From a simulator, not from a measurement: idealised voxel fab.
process module | voxel capacitor over wiring
cross-section cut | 270 nm wide | cells 5 nm
A cross-section is a grid of square cells, given in bands from the top down. A band is one or more rows of cells.
Each band's line starts with the height of the band's top and of its bottom, in nm. Then come its materials from left to right, each with its width in nm. One material with "throughout" fills the band from edge to edge. "air" is empty space.
Height 0 is the level under which the wafer as received is all one material. The lowest band goes on downwards, as in "0 down".
A width such as "30 to 40" changes by the same amount from each row of cells to the next, from the band's top row to its bottom row.
"no change" after a step means that no cell of the cross-section changed.
closed voids: empty space of 8 cells or more with no open way to the top, each as width x height at its distance from the left edge, in nm
after a step's settings: what the simulator itself notes on the step
overlay nm, on a step with a mask: how far to the right of its planned place the mask lay; to the left if negative
Each pair below shows a cross-section before one step and the cross-section after it, down to the lowest band that changed. The line under each pair gives the step between them, with its settings. The pairs can come from different runs of this module on the same starting wafer, so a pair continues from the pair above only where its "before" says so.
before
  0 down: Si throughout
  closed voids: none
after
  15 to 0: SiO2 throughout
  below 0: unchanged
  closed voids: none
the step between: op CONFORMAL_DEP | material SiO2 | thk nm 15
before: the cross-section after the pair above
after
  20 to 15: SiCN throughout
  below 15: unchanged
  closed voids: none
the step between: op CONFORMAL_DEP | material SiCN | thk nm 5
before: the cross-section after the pair above
after
  45 to 20: lowk throughout
  below 20: unchanged
  closed voids: none
the step between: op DIRECTIONAL_DEP | material lowk | thk nm 25
before: the cross-section after the pair above
after
  45 to 20: lowk 80 | air 20 | lowk 70 | air 20 | lowk 80
  below 20: unchanged
  closed voids: none
the step between: op MASKED_ETCH | tone open | mask id METAL_1 | width nm 20 | pitch nm 90 | etch materials lowk | depth nm 25 | overlay nm 0
before: the cross-section after the pair above
after
  45 to 20: lowk 80 | air 20 | lowk 70 | air 20 | lowk 80
  20 to 15: SiCN 80 | air 20 | SiCN 70 | air 20 | SiCN 80
  below 15: unchanged
  closed voids: none
the step between: op MASKED_ETCH | tone open | mask id METAL_1 | width nm 20 | pitch nm 90 | etch materials SiCN | depth nm 5 | overlay nm 0
before: the cross-section after the pair above
after
  50 to 45: TiN 85 | air 10 | TiN 80 | air 10 | TiN 85
  45 to 20: lowk 80 | TiN 5 | air 10 | TiN 5 | lowk 70 | TiN 5 | air 10 | TiN 5 | lowk 80
  20 to 15: SiCN 80 | TiN 20 | SiCN 70 | TiN 20 | SiCN 80
  below 15: unchanged
  closed voids: none
the step between: op CONFORMAL_DEP | material TiN | thk nm 5
before: the cross-section after the pair above
after
  55 to 50: W throughout
  50 to 45: TiN 85 | W 10 | TiN 80 | W 10 | TiN 85
  45 to 20: lowk 80 | TiN 5 | W 10 | TiN 5 | lowk 70 | TiN 5 | W 10 | TiN 5 | lowk 80
  below 20: unchanged
  closed voids: none
the step between: op FILL_DEP | material W | thk nm 5
before: the cross-section after the pair above
after
  45 to 20: lowk 80 | TiN 5 | W 10 | TiN 5 | lowk 70 | TiN 5 | W 10 | TiN 5 | lowk 80
  below 20: unchanged
  closed voids: none
the step between: op CMP | height nm 45
before: the cross-section after the pair above
after
  50 to 45: SiCN throughout
  below 45: unchanged
  closed voids: none
the step between: op CONFORMAL_DEP | material SiCN | thk nm 5
before: the cross-section after the pair above
after
  70 to 50: lowk throughout
  below 50: unchanged
  closed voids: none
the step between: op DIRECTIONAL_DEP | material lowk | thk nm 20
before: the cross-section after the pair above
after
  70 to 50: lowk 85 | air 15 | lowk 170
  below 50: unchanged
  closed voids: none
the step between: op MASKED_ETCH | tone open | mask id PLUG_1 | width nm 15 | etch materials lowk | depth nm 20 | overlay nm 0
before: the cross-section after the pair above
after
  70 to 50: lowk 85 | air 15 | lowk 170
  50 to 45: SiCN 85 | air 15 | SiCN 170
  below 45: unchanged
  closed voids: none
the step between: op MASKED_ETCH | tone open | mask id PLUG_1 | width nm 15 | etch materials SiCN | depth nm 5 | overlay nm 0
before: the cross-section after the pair above
after
  75 to 70: TiN 90 | air 5 | TiN 175
  70 to 50: lowk 85 | TiN 5 | air 5 | TiN 5 | lowk 170
  50 to 45: SiCN 85 | TiN 15 | SiCN 170
  below 45: unchanged
  closed voids: none
the step between: op CONFORMAL_DEP | material TiN | thk nm 5
before: the cross-section after the pair above
after
  80 to 75: Ru throughout
  75 to 70: TiN 90 | Ru 5 | TiN 175
  70 to 50: lowk 85 | TiN 5 | Ru 5 | TiN 5 | lowk 170
  below 50: unchanged
  closed voids: none
the step between: op FILL_DEP | material Ru | thk nm 5
before: the cross-section after the pair above
after
  70 to 50: lowk 85 | TiN 5 | Ru 5 | TiN 5 | lowk 170
  below 50: unchanged
  closed voids: none
the step between: op CMP | height nm 70
before: the cross-section after the pair above
after
  80 to 70: TiN throughout
  below 70: unchanged
  closed voids: none
the step between: op DIRECTIONAL_DEP | material TiN | thk nm 10
before: the cross-section after the pair above
after
  85 to 80: HfO2 throughout
  below 80: unchanged
  closed voids: none
the step between: op DIRECTIONAL_DEP | material HfO2 | thk nm 5
before: the cross-section after the pair above
after
  95 to 85: TiN throughout
  below 85: unchanged
  closed voids: none
the step between: op DIRECTIONAL_DEP | material TiN | thk nm 10
before: the cross-section after the pair above
after
  95 to 85: air 85 | TiN 75 | air 110
  below 85: unchanged
  closed voids: none
the step between: op MASKED_ETCH | tone cover | mask id UPPER_PLATE | width nm 75 | etch materials TiN | depth nm 10 | overlay nm 0
before: the cross-section after the pair above
after
  95 to 85: air 85 | TiN 75 | air 110
  85 to 80: air 85 | HfO2 75 | air 110
  below 80: unchanged
  closed voids: none
the step between: op MASKED_ETCH | tone cover | mask id UPPER_PLATE | width nm 75 | etch materials HfO2 | depth nm 5 | overlay nm 0
before: the cross-section after the pair above
after
  110 to 95: air 80 | resist 85 | air 105
  95 to 85: air 80 | resist 5 | TiN 75 | resist 5 | air 105
  85 to 80: air 80 | resist 5 | HfO2 75 | resist 5 | air 105
  below 80: unchanged
  closed voids: none
the step between: op PATTERN | tone cover | mask id LOWER_PLATE | material resist | width nm 85 | thk nm 15 | overlay nm 0
before: the cross-section after the pair above
after
  110 to 95: air 80 | resist 85 | air 105
  95 to 85: air 80 | resist 5 | TiN 75 | resist 5 | air 105
  85 to 80: air 80 | resist 5 | HfO2 75 | resist 5 | air 105
  80 to 70: air 80 | TiN 85 | air 105
  below 70: unchanged
  closed voids: none
the step between: op DIRECTIONAL_ETCH | etch materials TiN | depth nm 10
before: the cross-section after the pair above
after
  95 to 85: air 85 | TiN 75 | air 110
  85 to 80: air 85 | HfO2 75 | air 110
  below 80: unchanged
  closed voids: none
the step between: op STRIP | etch materials resist
before: the cross-section after the pair above
after
  110 to 95: SiO2 throughout
  95 to 85: SiO2 85 | TiN 75 | SiO2 110
  85 to 80: SiO2 85 | HfO2 75 | SiO2 110
  80 to 70: SiO2 80 | TiN 85 | SiO2 105
  below 70: unchanged
  closed voids: none
the step between: op FILL_DEP | material SiO2 | thk nm 15
before: the cross-section after the pair above
after
  105 to 95: SiO2 throughout
  below 95: unchanged
  closed voids: none
the step between: op CMP | height nm 105
before: the cross-section after the pair above
after
  115 to 105: aC throughout
  below 105: unchanged
  closed voids: none
the step between: op DIRECTIONAL_DEP | material aC | thk nm 10
before: the cross-section after the pair above
after
  145 to 115: resist 95 | air 15 | resist 160
  below 115: unchanged
  closed voids: none
the step between: op PATTERN | tone open | mask id PLUG_2 | material resist | width nm 15 | thk nm 30 | overlay nm 0
before: the cross-section after the pair above
after
  135 to 115: resist 95 | air 15 | resist 160
  115 to 105: aC 95 | air 15 | aC 160
  below 105: unchanged
  closed voids: none
the step between: op DIRECTIONAL_ETCH | etch materials aC | depth nm 10
before: the cross-section after the pair above
after
  115 to 105: aC 95 | air 15 | aC 160
  below 105: unchanged
  closed voids: none
the step between: op STRIP | etch materials resist
before: the cross-section after the pair above
after
  115 to 105: aC 95 | air 15 | aC 160
  105 to 95: SiO2 95 | air 15 | SiO2 160
  below 95: unchanged
  closed voids: none
the step between: op DIRECTIONAL_ETCH | etch materials SiO2 | depth nm 10
before: the cross-section after the pair above
after
  105 to 95: SiO2 95 | air 15 | SiO2 160
  below 95: unchanged
  closed voids: none
the step between: op STRIP | etch materials aC
before: the cross-section after the pair above
after
  110 to 105: TiN 100 | air 5 | TiN 165
  105 to 100: SiO2 95 | TiN 5 | air 5 | TiN 5 | SiO2 160
  100 to 95: SiO2 95 | TiN 15 | SiO2 160
  below 95: unchanged
  closed voids: none
the step between: op CONFORMAL_DEP | material TiN | thk nm 5
before: the cross-section after the pair above
after
  115 to 110: Ru throughout
  110 to 105: TiN 100 | Ru 5 | TiN 165
  105 to 100: SiO2 95 | TiN 5 | Ru 5 | TiN 5 | SiO2 160
  below 100: unchanged
  closed voids: none
the step between: op FILL_DEP | material Ru | thk nm 5
before: the cross-section after the pair above
after
  105 to 100: SiO2 95 | TiN 5 | Ru 5 | TiN 5 | SiO2 160
  below 100: unchanged
  closed voids: none
the step between: op CMP | height nm 105
before: the cross-section after the pair above
after
  110 to 105: SiN throughout
  below 105: unchanged
  closed voids: none
the step between: op CONFORMAL_DEP | material SiN | thk nm 5
before
  15 to 0: SiO2 throughout
  0 down: Si throughout
  closed voids: none
after
  40 to 15: lowk throughout
  below 15: unchanged
  closed voids: none
the step between: op DIRECTIONAL_DEP | material lowk | thk nm 25
before: the cross-section after the pair above
after
  40 to 15: lowk 80 | air 20 | lowk 70 | air 20 | lowk 80
  below 15: unchanged
  closed voids: none
the step between: op MASKED_ETCH | tone open | mask id METAL_1 | width nm 20 | pitch nm 90 | etch materials lowk | depth nm 25 | overlay nm 0
before: the cross-section after the pair above
after
  45 to 40: TiN 85 | air 10 | TiN 80 | air 10 | TiN 85
  40 to 20: lowk 80 | TiN 5 | air 10 | TiN 5 | lowk 70 | TiN 5 | air 10 | TiN 5 | lowk 80
  20 to 15: lowk 80 | TiN 20 | lowk 70 | TiN 20 | lowk 80
  below 15: unchanged
  closed voids: none
the step between: op CONFORMAL_DEP | material TiN | thk nm 5
before: the cross-section after the pair above
after
  50 to 45: W throughout
  45 to 40: TiN 85 | W 10 | TiN 80 | W 10 | TiN 85
  40 to 20: lowk 80 | TiN 5 | W 10 | TiN 5 | lowk 70 | TiN 5 | W 10 | TiN 5 | lowk 80
  below 20: unchanged
  closed voids: none
the step between: op FILL_DEP | material W | thk nm 5
before: the cross-section after the pair above
after
  45 to 40: TiN 85 | W 10 | TiN 80 | W 10 | TiN 85
  below 40: unchanged
  closed voids: none
the step between: op CMP | height nm 45
before: the cross-section after the pair above
after
  50 to 45: SiCN throughout
  below 45: unchanged
  closed voids: none
the step between: op CONFORMAL_DEP | material SiCN | thk nm 5
before: the cross-section after the pair above
after
  70 to 50: lowk throughout
  below 50: unchanged
  closed voids: none
the step between: op DIRECTIONAL_DEP | material lowk | thk nm 20
before: the cross-section after the pair above
after
  70 to 50: lowk 85 | air 15 | lowk 170
  below 50: unchanged
  closed voids: none
the step between: op MASKED_ETCH | tone open | mask id PLUG_1 | width nm 15 | etch materials lowk | depth nm 20 | overlay nm 0
before: the cross-section after the pair above
after
  70 to 50: lowk 85 | air 15 | lowk 170
  50 to 45: SiCN 85 | air 15 | SiCN 170
  below 45: unchanged
  closed voids: none
the step between: op MASKED_ETCH | tone open | mask id PLUG_1 | width nm 15 | etch materials SiCN | depth nm 5 | overlay nm 0
before: the cross-section after the pair above
after
  75 to 70: TiN 90 | air 5 | TiN 175
  70 to 50: lowk 85 | TiN 5 | air 5 | TiN 5 | lowk 170
  50 to 45: SiCN 85 | TiN 15 | SiCN 170
  below 45: unchanged
  closed voids: none
the step between: op CONFORMAL_DEP | material TiN | thk nm 5
before: the cross-section after the pair above
after
  80 to 75: Ru throughout
  75 to 70: TiN 90 | Ru 5 | TiN 175
  70 to 50: lowk 85 | TiN 5 | Ru 5 | TiN 5 | lowk 170
  below 50: unchanged
  closed voids: none
the step between: op FILL_DEP | material Ru | thk nm 5
before: the cross-section after the pair above
after
  70 to 50: lowk 85 | TiN 5 | Ru 5 | TiN 5 | lowk 170
  below 50: unchanged
  closed voids: none
the step between: op CMP | height nm 70
before: the cross-section after the pair above
after
  80 to 70: TiN throughout
  below 70: unchanged
  closed voids: none
the step between: op DIRECTIONAL_DEP | material TiN | thk nm 10
before: the cross-section after the pair above
after
  85 to 80: HfO2 throughout
  below 80: unchanged
  closed voids: none
the step between: op DIRECTIONAL_DEP | material HfO2 | thk nm 5
before: the cross-section after the pair above
after
  95 to 85: TiN throughout
  below 85: unchanged
  closed voids: none
the step between: op DIRECTIONAL_DEP | material TiN | thk nm 10
before: the cross-section after the pair above
after
  95 to 85: air 85 | TiN 75 | air 110
  below 85: unchanged
  closed voids: none
the step between: op MASKED_ETCH | tone cover | mask id UPPER_PLATE | width nm 75 | etch materials TiN | depth nm 10 | overlay nm 0
before: the cross-section after the pair above
after
  95 to 85: air 85 | TiN 75 | air 110
  85 to 80: air 85 | HfO2 75 | air 110
  below 80: unchanged
  closed voids: none
the step between: op MASKED_ETCH | tone cover | mask id UPPER_PLATE | width nm 75 | etch materials HfO2 | depth nm 5 | overlay nm 0
before: the cross-section after the pair above
after
  110 to 95: air 80 | resist 85 | air 105
  95 to 85: air 80 | resist 5 | TiN 75 | resist 5 | air 105
  85 to 80: air 80 | resist 5 | HfO2 75 | resist 5 | air 105
  below 80: unchanged
  closed voids: none
the step between: op PATTERN | tone cover | mask id LOWER_PLATE | material resist | width nm 85 | thk nm 15 | overlay nm 0
before: the cross-section after the pair above
after
  110 to 95: air 80 | resist 85 | air 105
  95 to 85: air 80 | resist 5 | TiN 75 | resist 5 | air 105
  85 to 80: air 80 | resist 5 | HfO2 75 | resist 5 | air 105
  80 to 70: air 80 | TiN 85 | air 105
  below 70: unchanged
  closed voids: none
the step between: op DIRECTIONAL_ETCH | etch materials TiN | depth nm 10
before: the cross-section after the pair above
after
  95 to 85: air 85 | TiN 75 | air 110
  85 to 80: air 85 | HfO2 75 | air 110
  below 80: unchanged
  closed voids: none
the step between: op STRIP | etch materials resist
before: the cross-section after the pair above
after
  110 to 95: SiO2 throughout
  95 to 85: SiO2 85 | TiN 75 | SiO2 110
  85 to 80: SiO2 85 | HfO2 75 | SiO2 110
  80 to 70: SiO2 80 | TiN 85 | SiO2 105
  below 70: unchanged
  closed voids: none
the step between: op FILL_DEP | material SiO2 | thk nm 15
before: the cross-section after the pair above
after
  105 to 95: SiO2 throughout
  below 95: unchanged
  closed voids: none
the step between: op CMP | height nm 105
before: the cross-section after the pair above
after
  115 to 105: aC throughout
  below 105: unchanged
  closed voids: none
the step between: op DIRECTIONAL_DEP | material aC | thk nm 10
before: the cross-section after the pair above
after
  145 to 115: resist 95 | air 15 | resist 160
  below 115: unchanged
  closed voids: none
the step between: op PATTERN | tone open | mask id PLUG_2 | material resist | width nm 15 | thk nm 30 | overlay nm 0
before: the cross-section after the pair above
after
  135 to 115: resist 95 | air 15 | resist 160
  115 to 105: aC 95 | air 15 | aC 160
  below 105: unchanged
  closed voids: none
the step between: op DIRECTIONAL_ETCH | etch materials aC | depth nm 10
before: the cross-section after the pair above
after
  115 to 105: aC 95 | air 15 | aC 160
  below 105: unchanged
  closed voids: none
the step between: op STRIP | etch materials resist
before: the cross-section after the pair above
after
  115 to 105: aC 95 | air 15 | aC 160
  105 to 95: SiO2 95 | air 15 | SiO2 160
  below 95: unchanged
  closed voids: none
the step between: op DIRECTIONAL_ETCH | etch materials SiO2 | depth nm 10
before: the cross-section after the pair above
after
  105 to 95: SiO2 95 | air 15 | SiO2 160
  below 95: unchanged
  closed voids: none
the step between: op STRIP | etch materials aC
before: the cross-section after the pair above
after
  110 to 105: TiN 100 | air 5 | TiN 165
  105 to 100: SiO2 95 | TiN 5 | air 5 | TiN 5 | SiO2 160
  100 to 95: SiO2 95 | TiN 15 | SiO2 160
  below 95: unchanged
  closed voids: none
the step between: op CONFORMAL_DEP | material TiN | thk nm 5
before: the cross-section after the pair above
after
  115 to 110: Ru throughout
  110 to 105: TiN 100 | Ru 5 | TiN 165
  105 to 100: SiO2 95 | TiN 5 | Ru 5 | TiN 5 | SiO2 160
  below 100: unchanged
  closed voids: none
the step between: op FILL_DEP | material Ru | thk nm 5
before: the cross-section after the pair above
after
  105 to 100: SiO2 95 | TiN 5 | Ru 5 | TiN 5 | SiO2 160
  below 100: unchanged
  closed voids: none
the step between: op CMP | height nm 105
before: the cross-section after the pair above
after
  110 to 105: SiN throughout
  below 105: unchanged
  closed voids: none
the step between: op CONFORMAL_DEP | material SiN | thk nm 5
before
  15 to 0: SiO2 throughout
  0 down: Si throughout
  closed voids: none
after
  30 to 0: SiO2 throughout
  below 0: unchanged
  closed voids: none
the step between: op CONFORMAL_DEP | material SiO2 | thk nm 15
before: the cross-section after the pair above
after
  35 to 30: SiCN throughout
  below 30: unchanged
  closed voids: none
the step between: op CONFORMAL_DEP | material SiCN | thk nm 5
before: the cross-section after the pair above
after
  60 to 35: lowk throughout
  below 35: unchanged
  closed voids: none
the step between: op DIRECTIONAL_DEP | material lowk | thk nm 25
before: the cross-section after the pair above
after
  60 to 35: lowk 80 | air 20 | lowk 70 | air 20 | lowk 80
  below 35: unchanged
  closed voids: none
the step between: op MASKED_ETCH | tone open | mask id METAL_1 | width nm 20 | pitch nm 90 | etch materials lowk | depth nm 25 | overlay nm 0
before: the cross-section after the pair above
after
  60 to 35: lowk 80 | air 20 | lowk 70 | air 20 | lowk 80
  35 to 30: SiCN 80 | air 20 | SiCN 70 | air 20 | SiCN 80
  below 30: unchanged
  closed voids: none
the step between: op MASKED_ETCH | tone open | mask id METAL_1 | width nm 20 | pitch nm 90 | etch materials SiCN | depth nm 5 | overlay nm 0
before: the cross-section after the pair above
after
  65 to 60: TiN 85 | air 10 | TiN 80 | air 10 | TiN 85
  60 to 35: lowk 80 | TiN 5 | air 10 | TiN 5 | lowk 70 | TiN 5 | air 10 | TiN 5 | lowk 80
  35 to 30: SiCN 80 | TiN 20 | SiCN 70 | TiN 20 | SiCN 80
  below 30: unchanged
  closed voids: none
the step between: op CONFORMAL_DEP | material TiN | thk nm 5
before: the cross-section after the pair above
after
  70 to 65: W throughout
  65 to 60: TiN 85 | W 10 | TiN 80 | W 10 | TiN 85
  60 to 35: lowk 80 | TiN 5 | W 10 | TiN 5 | lowk 70 | TiN 5 | W 10 | TiN 5 | lowk 80
  below 35: unchanged
  closed voids: none
the step between: op FILL_DEP | material W | thk nm 5
before: the cross-section after the pair above
after
  45 to 35: lowk 80 | TiN 5 | W 10 | TiN 5 | lowk 70 | TiN 5 | W 10 | TiN 5 | lowk 80
  below 35: unchanged
  closed voids: none
the step between: op CMP | height nm 45
before: the cross-section after the pair above
after
  50 to 45: SiCN throughout
  below 45: unchanged
  closed voids: none
the step between: op CONFORMAL_DEP | material SiCN | thk nm 5
before: the cross-section after the pair above
after
  70 to 50: lowk throughout
  below 50: unchanged
  closed voids: none
the step between: op DIRECTIONAL_DEP | material lowk | thk nm 20
before: the cross-section after the pair above
after
  70 to 50: lowk 85 | air 15 | lowk 170
  below 50: unchanged
  closed voids: none
the step between: op MASKED_ETCH | tone open | mask id PLUG_1 | width nm 15 | etch materials lowk | depth nm 20 | overlay nm 0
before: the cross-section after the pair above
after
  70 to 50: lowk 85 | air 15 | lowk 170
  50 to 45: SiCN 85 | air 15 | SiCN 170
  below 45: unchanged
  closed voids: none
the step between: op MASKED_ETCH | tone open | mask id PLUG_1 | width nm 15 | etch materials SiCN | depth nm 5 | overlay nm 0
before: the cross-section after the pair above
after
  75 to 70: TiN 90 | air 5 | TiN 175
  70 to 50: lowk 85 | TiN 5 | air 5 | TiN 5 | lowk 170
  50 to 45: SiCN 85 | TiN 15 | SiCN 170
  below 45: unchanged
  closed voids: none
the step between: op CONFORMAL_DEP | material TiN | thk nm 5
before: the cross-section after the pair above
after
  80 to 75: Ru throughout
  75 to 70: TiN 90 | Ru 5 | TiN 175
  70 to 50: lowk 85 | TiN 5 | Ru 5 | TiN 5 | lowk 170
  below 50: unchanged
  closed voids: none
the step between: op FILL_DEP | material Ru | thk nm 5
before: the cross-section after the pair above
after
  70 to 50: lowk 85 | TiN 5 | Ru 5 | TiN 5 | lowk 170
  below 50: unchanged
  closed voids: none
the step between: op CMP | height nm 70
before: the cross-section after the pair above
after
  80 to 70: TiN throughout
  below 70: unchanged
  closed voids: none
the step between: op DIRECTIONAL_DEP | material TiN | thk nm 10
before: the cross-section after the pair above
after
  85 to 80: HfO2 throughout
  below 80: unchanged
  closed voids: none
the step between: op DIRECTIONAL_DEP | material HfO2 | thk nm 5
before: the cross-section after the pair above
after
  95 to 85: TiN throughout
  below 85: unchanged
  closed voids: none
the step between: op DIRECTIONAL_DEP | material TiN | thk nm 10
before: the cross-section after the pair above
after
  95 to 85: air 85 | TiN 75 | air 110
  below 85: unchanged
  closed voids: none
the step between: op MASKED_ETCH | tone cover | mask id UPPER_PLATE | width nm 75 | etch materials TiN | depth nm 10 | overlay nm 0
before: the cross-section after the pair above
after
  95 to 85: air 85 | TiN 75 | air 110
  85 to 80: air 85 | HfO2 75 | air 110
  below 80: unchanged
  closed voids: none
the step between: op MASKED_ETCH | tone cover | mask id UPPER_PLATE | width nm 75 | etch materials HfO2 | depth nm 5 | overlay nm 0
before: the cross-section after the pair above
after
  110 to 95: air 80 | resist 85 | air 105
  95 to 85: air 80 | resist 5 | TiN 75 | resist 5 | air 105
  85 to 80: air 80 | resist 5 | HfO2 75 | resist 5 | air 105
  below 80: unchanged
  closed voids: none
the step between: op PATTERN | tone cover | mask id LOWER_PLATE | material resist | width nm 85 | thk nm 15 | overlay nm 0
before: the cross-section after the pair above
after
  110 to 95: air 80 | resist 85 | air 105
  95 to 85: air 80 | resist 5 | TiN 75 | resist 5 | air 105
  85 to 80: air 80 | resist 5 | HfO2 75 | resist 5 | air 105
  80 to 70: air 80 | TiN 85 | air 105
  below 70: unchanged
  closed voids: none
the step between: op DIRECTIONAL_ETCH | etch materials TiN | depth nm 10
before: the cross-section after the pair above
after
  95 to 85: air 85 | TiN 75 | air 110
  85 to 80: air 85 | HfO2 75 | air 110
  below 80: unchanged
  closed voids: none
the step between: op STRIP | etch materials resist
before: the cross-section after the pair above
after
  110 to 95: SiO2 throughout
  95 to 85: SiO2 85 | TiN 75 | SiO2 110
  85 to 80: SiO2 85 | HfO2 75 | SiO2 110
  80 to 70: SiO2 80 | TiN 85 | SiO2 105
  below 70: unchanged
  closed voids: none
the step between: op FILL_DEP | material SiO2 | thk nm 15
before: the cross-section after the pair above
after
  105 to 95: SiO2 throughout
  below 95: unchanged
  closed voids: none
the step between: op CMP | height nm 105
before: the cross-section after the pair above
after
  115 to 105: aC throughout
  below 105: unchanged
  closed voids: none
the step between: op DIRECTIONAL_DEP | material aC | thk nm 10
before: the cross-section after the pair above
after
  145 to 115: resist 95 | air 15 | resist 160
  below 115: unchanged
  closed voids: none
the step between: op PATTERN | tone open | mask id PLUG_2 | material resist | width nm 15 | thk nm 30 | overlay nm 0
before: the cross-section after the pair above
after
  135 to 115: resist 95 | air 15 | resist 160
  115 to 105: aC 95 | air 15 | aC 160
  below 105: unchanged
  closed voids: none
the step between: op DIRECTIONAL_ETCH | etch materials aC | depth nm 10
before: the cross-section after the pair above
after
  115 to 105: aC 95 | air 15 | aC 160
  below 105: unchanged
  closed voids: none
the step between: op STRIP | etch materials resist
before: the cross-section after the pair above
after
  115 to 105: aC 95 | air 15 | aC 160
  105 to 95: SiO2 95 | air 15 | SiO2 160
  below 95: unchanged
  closed voids: none
the step between: op DIRECTIONAL_ETCH | etch materials SiO2 | depth nm 10
before: the cross-section after the pair above
after
  105 to 95: SiO2 95 | air 15 | SiO2 160
  below 95: unchanged
  closed voids: none
the step between: op STRIP | etch materials aC
before: the cross-section after the pair above
after
  110 to 105: TiN 100 | air 5 | TiN 165
  105 to 100: SiO2 95 | TiN 5 | air 5 | TiN 5 | SiO2 160
  100 to 95: SiO2 95 | TiN 15 | SiO2 160
  below 95: unchanged
  closed voids: none
the step between: op CONFORMAL_DEP | material TiN | thk nm 5
before: the cross-section after the pair above
after
  115 to 110: Ru throughout
  110 to 105: TiN 100 | Ru 5 | TiN 165
  105 to 100: SiO2 95 | TiN 5 | Ru 5 | TiN 5 | SiO2 160
  below 100: unchanged
  closed voids: none
the step between: op FILL_DEP | material Ru | thk nm 5
before: the cross-section after the pair above
after
  105 to 100: SiO2 95 | TiN 5 | Ru 5 | TiN 5 | SiO2 160
  below 100: unchanged
  closed voids: none
the step between: op CMP | height nm 105
before: the cross-section after the pair above
after
  110 to 105: SiN throughout
  below 105: unchanged
  closed voids: none
the step between: op CONFORMAL_DEP | material SiN | thk nm 5
before
  40 to 15: lowk throughout
  15 to 0: SiO2 throughout
  0 down: Si throughout
  closed voids: none
after
  45 to 40: SiCN throughout
  below 40: unchanged
  closed voids: none
the step between: op CONFORMAL_DEP | material SiCN | thk nm 5
before: the cross-section after the pair above
after
  45 to 40: SiCN 80 | air 20 | SiCN 70 | air 20 | SiCN 80
  below 40: unchanged
  closed voids: none
the step between: op MASKED_ETCH | tone open | mask id METAL_1 | width nm 20 | pitch nm 90 | etch materials SiCN | depth nm 5 | overlay nm 0
before: the cross-section after the pair above
after
  50 to 45: TiN 85 | air 10 | TiN 80 | air 10 | TiN 85
  45 to 40: SiCN 80 | TiN 20 | SiCN 70 | TiN 20 | SiCN 80
  below 40: unchanged
  closed voids: none
the step between: op CONFORMAL_DEP | material TiN | thk nm 5
before: the cross-section after the pair above
after
  55 to 50: W throughout
  50 to 45: TiN 85 | W 10 | TiN 80 | W 10 | TiN 85
  below 45: unchanged
  closed voids: none
the step between: op FILL_DEP | material W | thk nm 5
before: the cross-section after the pair above
after
  45 to 40: SiCN 80 | TiN 20 | SiCN 70 | TiN 20 | SiCN 80
  below 40: unchanged
  closed voids: none
the step between: op CMP | height nm 45
before: the cross-section after the pair above
after
  50 to 45: SiCN throughout
  below 45: unchanged
  closed voids: none
the step between: op CONFORMAL_DEP | material SiCN | thk nm 5
before: the cross-section after the pair above
after
  70 to 50: lowk throughout
  below 50: unchanged
  closed voids: none
the step between: op DIRECTIONAL_DEP | material lowk | thk nm 20
before: the cross-section after the pair above
after
  70 to 50: lowk 85 | air 15 | lowk 170
  below 50: unchanged
  closed voids: none
the step between: op MASKED_ETCH | tone open | mask id PLUG_1 | width nm 15 | etch materials lowk | depth nm 20 | overlay nm 0
before: the cross-section after the pair above
after
  70 to 50: lowk 85 | air 15 | lowk 170
  50 to 45: SiCN 85 | air 15 | SiCN 170
  below 45: unchanged
  closed voids: none
the step between: op MASKED_ETCH | tone open | mask id PLUG_1 | width nm 15 | etch materials SiCN | depth nm 5 | overlay nm 0
before: the cross-section after the pair above
after
  75 to 70: TiN 90 | air 5 | TiN 175
  70 to 50: lowk 85 | TiN 5 | air 5 | TiN 5 | lowk 170
  50 to 45: SiCN 85 | TiN 15 | SiCN 170
  below 45: unchanged
  closed voids: none
the step between: op CONFORMAL_DEP | material TiN | thk nm 5
before: the cross-section after the pair above
after
  80 to 75: Ru throughout
  75 to 70: TiN 90 | Ru 5 | TiN 175
  70 to 50: lowk 85 | TiN 5 | Ru 5 | TiN 5 | lowk 170
  below 50: unchanged
  closed voids: none
the step between: op FILL_DEP | material Ru | thk nm 5
before: the cross-section after the pair above
after
  70 to 50: lowk 85 | TiN 5 | Ru 5 | TiN 5 | lowk 170
  below 50: unchanged
  closed voids: none
the step between: op CMP | height nm 70
before: the cross-section after the pair above
after
  80 to 70: TiN throughout
  below 70: unchanged
  closed voids: none
the step between: op DIRECTIONAL_DEP | material TiN | thk nm 10
before: the cross-section after the pair above
after
  85 to 80: HfO2 throughout
  below 80: unchanged
  closed voids: none
the step between: op DIRECTIONAL_DEP | material HfO2 | thk nm 5
before: the cross-section after the pair above
after
  95 to 85: TiN throughout
  below 85: unchanged
  closed voids: none
the step between: op DIRECTIONAL_DEP | material TiN | thk nm 10
before: the cross-section after the pair above
after
  95 to 85: air 85 | TiN 75 | air 110
  below 85: unchanged
  closed voids: none
the step between: op MASKED_ETCH | tone cover | mask id UPPER_PLATE | width nm 75 | etch materials TiN | depth nm 10 | overlay nm 0
before: the cross-section after the pair above
after
  95 to 85: air 85 | TiN 75 | air 110
  85 to 80: air 85 | HfO2 75 | air 110
  below 80: unchanged
  closed voids: none
the step between: op MASKED_ETCH | tone cover | mask id UPPER_PLATE | width nm 75 | etch materials HfO2 | depth nm 5 | overlay nm 0
before: the cross-section after the pair above
after
  110 to 95: air 80 | resist 85 | air 105
  95 to 85: air 80 | resist 5 | TiN 75 | resist 5 | air 105
  85 to 80: air 80 | resist 5 | HfO2 75 | resist 5 | air 105
  below 80: unchanged
  closed voids: none
the step between: op PATTERN | tone cover | mask id LOWER_PLATE | material resist | width nm 85 | thk nm 15 | overlay nm 0
before: the cross-section after the pair above
after
  110 to 95: air 80 | resist 85 | air 105
  95 to 85: air 80 | resist 5 | TiN 75 | resist 5 | air 105
  85 to 80: air 80 | resist 5 | HfO2 75 | resist 5 | air 105
  80 to 70: air 80 | TiN 85 | air 105
  below 70: unchanged
  closed voids: none
the step between: op DIRECTIONAL_ETCH | etch materials TiN | depth nm 10
before: the cross-section after the pair above
after
  95 to 85: air 85 | TiN 75 | air 110
  85 to 80: air 85 | HfO2 75 | air 110
  below 80: unchanged
  closed voids: none
the step between: op STRIP | etch materials resist
before: the cross-section after the pair above
after
  110 to 95: SiO2 throughout
  95 to 85: SiO2 85 | TiN 75 | SiO2 110
  85 to 80: SiO2 85 | HfO2 75 | SiO2 110
  80 to 70: SiO2 80 | TiN 85 | SiO2 105
  below 70: unchanged
  closed voids: none
the step between: op FILL_DEP | material SiO2 | thk nm 15
before: the cross-section after the pair above
after
  105 to 95: SiO2 throughout
  below 95: unchanged
  closed voids: none
the step between: op CMP | height nm 105
before: the cross-section after the pair above
after
  115 to 105: aC throughout
  below 105: unchanged
  closed voids: none
the step between: op DIRECTIONAL_DEP | material aC | thk nm 10
before: the cross-section after the pair above
after
  145 to 115: resist 95 | air 15 | resist 160
  below 115: unchanged
  closed voids: none
the step between: op PATTERN | tone open | mask id PLUG_2 | material resist | width nm 15 | thk nm 30 | overlay nm 0
before: the cross-section after the pair above
after
  135 to 115: resist 95 | air 15 | resist 160
  115 to 105: aC 95 | air 15 | aC 160
  below 105: unchanged
  closed voids: none
the step between: op DIRECTIONAL_ETCH | etch materials aC | depth nm 10
